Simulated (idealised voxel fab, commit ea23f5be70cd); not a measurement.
process module | voxel air gaps
cross-section cut | 275 nm wide | cells 5 nm
A cross-section is a grid of square cells, given in bands from the top down. A band is one or more rows of cells.
Each band's line starts with the height of the band's top and of its bottom, in nm. Then come its materials from left to right, each with its width in nm. One material with "throughout" fills the band from edge to edge. "air" is empty space.
Height 0 is the level under which the wafer as received is all one material. The lowest band goes on downwards, as in "0 down".
A width such as "30 to 40" changes by the same amount from each row of cells to the next, from the band's top row to its bottom row.
"no change" after a step means that no cell of the cross-section changed.
closed voids: empty space of 8 cells or more with no open way to the top, each as width x height at its distance from the left edge, in nm
after a step's settings: what the simulator itself notes on the step
overlay nm, on a step with a mask: how far to the right of its planned place the mask lay; to the left if negative
plan
1 op RECEIVE | material Si
2 op CONFORMAL_DEP | material SiO2 | thk nm 10
3 op CONFORMAL_DEP | material SiCN | thk nm 5
4 op DIRECTIONAL_DEP | material SiO2 | thk nm 35
5 op PATTERN | tone open | mask id LINES | material resist | width nm 20 | pitch nm 50 | thk nm 20 | overlay nm 0
6 op DIRECTIONAL_ETCH | etch materials SiO2 | depth nm 35
7 op STRIP | etch materials resist
8 op CONFORMAL_DEP | material TiN | thk nm 5
9 op FILL_DEP | material Cu | thk nm 10
10 op CMP | height nm 50
11 op EPI | material Ru | thk nm 10
12 op SELECTIVE_ETCH | etch materials SiO2 | depth nm 45
13 op CONFORMAL_DEP | material SiCN | thk nm 5
first wafer, as planned
as received, after step 1
  0 down: Si throughout
  closed voids: none
after step 2
  10 to 0: SiO2 throughout
  below 0: unchanged
after step 3
  15 to 10: SiCN throughout
  below 10: unchanged
after step 4
  50 to 15: SiO2 throughout
  below 15: unchanged
after step 5
  70 to 50: resist 75 | air 20 | resist 30 | air 20 | resist 30 | air 20 | resist 80
  below 50: unchanged
after step 6
  70 to 50: resist 75 | air 20 | resist 30 | air 20 | resist 30 | air 20 | resist 80
  50 to 15: SiO2 75 | air 20 | SiO2 30 | air 20 | SiO2 30 | air 20 | SiO2 80
  below 15: unchanged
after step 7
  50 to 15: SiO2 75 | air 20 | SiO2 30 | air 20 | SiO2 30 | air 20 | SiO2 80
  below 15: unchanged
after step 8
  55 to 50: TiN 80 | air 10 | TiN 40 | air 10 | TiN 40 | air 10 | TiN 85
  50 to 20: SiO2 75 | TiN 5 | air 10 | TiN 5 | SiO2 30 | TiN 5 | air 10 | TiN 5 | SiO2 30 | TiN 5 | air 10 | TiN 5 | SiO2 80
  20 to 15: SiO2 75 | TiN 20 | SiO2 30 | TiN 20 | SiO2 30 | TiN 20 | SiO2 80
  below 15: unchanged
after step 9
  65 to 55: Cu throughout
  55 to 50: TiN 80 | Cu 10 | TiN 40 | Cu 10 | TiN 40 | Cu 10 | TiN 85
  50 to 20: SiO2 75 | TiN 5 | Cu 10 | TiN 5 | SiO2 30 | TiN 5 | Cu 10 | TiN 5 | SiO2 30 | TiN 5 | Cu 10 | TiN 5 | SiO2 80
  below 20: unchanged
after step 10
  50 to 20: SiO2 75 | TiN 5 | Cu 10 | TiN 5 | SiO2 30 | TiN 5 | Cu 10 | TiN 5 | SiO2 30 | TiN 5 | Cu 10 | TiN 5 | SiO2 80
  below 20: unchanged
after step 11
  60 to 50: air 65 | Ru 40 | air 10 | Ru 40 | air 10 | Ru 40 | air 70
  below 50: unchanged
after step 12
  60 to 50: air 65 | Ru 40 | air 10 | Ru 40 | air 10 | Ru 40 | air 70
  50 to 20: air 75 | TiN 5 | Cu 10 | TiN 5 | air 30 | TiN 5 | Cu 10 | TiN 5 | air 30 | TiN 5 | Cu 10 | TiN 5 | air 80
  20 to 15: air 75 | TiN 20 | air 30 | TiN 20 | air 30 | TiN 20 | air 80
  below 15: unchanged
after step 13
  65 to 60: air 60 | SiCN 150 | air 65
  60 to 50: air 60 | SiCN 5 | Ru 40 | SiCN 10 | Ru 40 | SiCN 10 | Ru 40 | SiCN 5 | air 65
  50 to 45: air 60 | SiCN 15 | TiN 5 | Cu 10 | TiN 5 | SiCN 30 | TiN 5 | Cu 10 | TiN 5 | SiCN 30 | TiN 5 | Cu 10 | TiN 5 | SiCN 15 | air 65
  45 to 20: air 70 | SiCN 5 | TiN 5 | Cu 10 | TiN 5 | SiCN 5 | air 20 | SiCN 5 | TiN 5 | Cu 10 | TiN 5 | SiCN 5 | air 20 | SiCN 5 | TiN 5 | Cu 10 | TiN 5 | SiCN 5 | air 75
  20 to 15: SiCN 75 | TiN 20 | SiCN 30 | TiN 20 | SiCN 30 | TiN 20 | SiCN 80
  below 15: unchanged
  closed voids: 20 x 25 at 100; 20 x 25 at 150
second wafer: like start, like plan, one mistake. Through step 4 it matches the first wafer
when step 5 should have ended
  70 to 50: resist 75 | air 25 | resist 25 | air 25 | resist 25 | air 25 | resist 75
  below 50: unchanged
when step 6 should have ended
  70 to 50: resist 75 | air 25 | resist 25 | air 25 | resist 25 | air 25 | resist 75
  50 to 15: SiO2 75 | air 25 | SiO2 25 | air 25 | SiO2 25 | air 25 | SiO2 75
  below 15: unchanged
when step 7 should have ended
  50 to 15: SiO2 75 | air 25 | SiO2 25 | air 25 | SiO2 25 | air 25 | SiO2 75
  below 15: unchanged
when step 8 should have ended
  55 to 50: TiN 80 | air 15 | TiN 35 | air 15 | TiN 35 | air 15 | TiN 80
  50 to 20: SiO2 75 | TiN 5 | air 15 | TiN 5 | SiO2 25 | TiN 5 | air 15 | TiN 5 | SiO2 25 | TiN 5 | air 15 | TiN 5 | SiO2 75
  20 to 15: SiO2 75 | TiN 25 | SiO2 25 | TiN 25 | SiO2 25 | TiN 25 | SiO2 75
  below 15: unchanged
when step 9 should have ended
  65 to 55: Cu throughout
  55 to 50: TiN 80 | Cu 15 | TiN 35 | Cu 15 | TiN 35 | Cu 15 | TiN 80
  50 to 20: SiO2 75 | TiN 5 | Cu 15 | TiN 5 | SiO2 25 | TiN 5 | Cu 15 | TiN 5 | SiO2 25 | TiN 5 | Cu 15 | TiN 5 | SiO2 75
  below 20: unchanged
when step 10 should have ended
  50 to 20: SiO2 75 | TiN 5 | Cu 15 | TiN 5 | SiO2 25 | TiN 5 | Cu 15 | TiN 5 | SiO2 25 | TiN 5 | Cu 15 | TiN 5 | SiO2 75
  below 20: unchanged
when step 11 should have ended
  60 to 50: air 65 | Ru 45 | air 5 | Ru 45 | air 5 | Ru 45 | air 65
  below 50: unchanged
when step 12 should have ended
  60 to 50: air 65 | Ru 45 | air 5 | Ru 45 | air 5 | Ru 45 | air 65
  50 to 20: air 75 | TiN 5 | Cu 15 | TiN 5 | air 25 | TiN 5 | Cu 15 | TiN 5 | air 25 | TiN 5 | Cu 15 | TiN 5 | air 75
  20 to 15: air 75 | TiN 25 | air 25 | TiN 25 | air 25 | TiN 25 | air 75
  below 15: unchanged
when step 13 should have ended
  65 to 60: air 60 | SiCN 155 | air 60
  60 to 50: air 60 | SiCN 5 | Ru 45 | SiCN 5 | Ru 45 | SiCN 5 | Ru 45 | SiCN 5 | air 60
  50 to 45: air 60 | SiCN 15 | TiN 5 | Cu 15 | TiN 5 | SiCN 25 | TiN 5 | Cu 15 | TiN 5 | SiCN 25 | TiN 5 | Cu 15 | TiN 5 | SiCN 15 | air 60
  45 to 20: air 70 | SiCN 5 | TiN 5 | Cu 15 | TiN 5 | SiCN 5 | air 15 | SiCN 5 | TiN 5 | Cu 15 | TiN 5 | SiCN 5 | air 15 | SiCN 5 | TiN 5 | Cu 15 | TiN 5 | SiCN 5 | air 70
  20 to 15: SiCN 75 | TiN 25 | SiCN 25 | TiN 25 | SiCN 25 | TiN 25 | SiCN 75
  below 15: unchanged
  closed voids: 15 x 25 at 105; 15 x 25 at 155
what went wrong: step 5 ran as: op PATTERN | tone open | mask id LINES | material resist | width nm 25 | pitch nm 50 | thk nm 20 | overlay nm 0
at the end the second wafer has, in cells: 18 more of Cu | 6 more of Ru | 8 fewer of SiCN | 3 more of TiN
